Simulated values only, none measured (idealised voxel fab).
process module | voxel double patterning
cross-section cut | 250 nm wide | cells 5 nm
A cross-section is a grid of square cells, given in bands from the top down. A band is one or more rows of cells.
Each band's line starts with the height of the band's top and of its bottom, in nm. Then come its materials from left to right, each with its width in nm. One material with "throughout" fills the band from edge to edge. "air" is empty space.
Height 0 is the level under which the wafer as received is all one material. The lowest band goes on downwards, as in "0 down".
A width such as "30 to 40" changes by the same amount from each row of cells to the next, from the band's top row to its bottom row.
"no change" after a step means that no cell of the cross-section changed.
closed voids: empty space of 8 cells or more with no open way to the top, each as width x height at its distance from the left edge, in nm
after a step's settings: what the simulator itself notes on the step
overlay nm, on a step with a mask: how far to the right of its planned place the mask lay; to the left if negative
plan
1 op RECEIVE | material Si
2 op CONFORMAL_DEP | material SiN | thk nm 5
3 op DIRECTIONAL_DEP | material SiO2 | thk nm 20
4 op DIRECTIONAL_DEP | material SiCN | thk nm 10
5 op DIRECTIONAL_DEP | material aC | thk nm 15
6 op PATTERN | tone open | mask id FIRST | material resist | width nm 15 | pitch nm 50 | thk nm 35 | overlay nm 0
7 op DIRECTIONAL_ETCH | etch materials aC | depth nm 15
8 op STRIP | etch materials resist
9 op DIRECTIONAL_ETCH | etch materials SiCN | depth nm 10
10 op STRIP | etch materials aC
11 op MASKED_ETCH | tone open | mask id SECOND | width nm 15 | etch materials SiCN | depth nm 10 | overlay nm 0
12 op DIRECTIONAL_ETCH | etch materials SiO2 | depth nm 20
13 op STRIP | etch materials SiCN
as received, after step 1
  0 down: Si throughout
  closed voids: none
a wafer at the end: this start, this plan, one mistake
  20 to 5: SiO2 90 | air 15 | SiO2 10 | air 15 | SiO2 10 | air 15 | SiO2 95
  5 to 0: SiN throughout
  0 down: Si throughout
  closed voids: none
what went wrong: step 3 ran as: op DIRECTIONAL_DEP | material SiO2 | thk nm 15
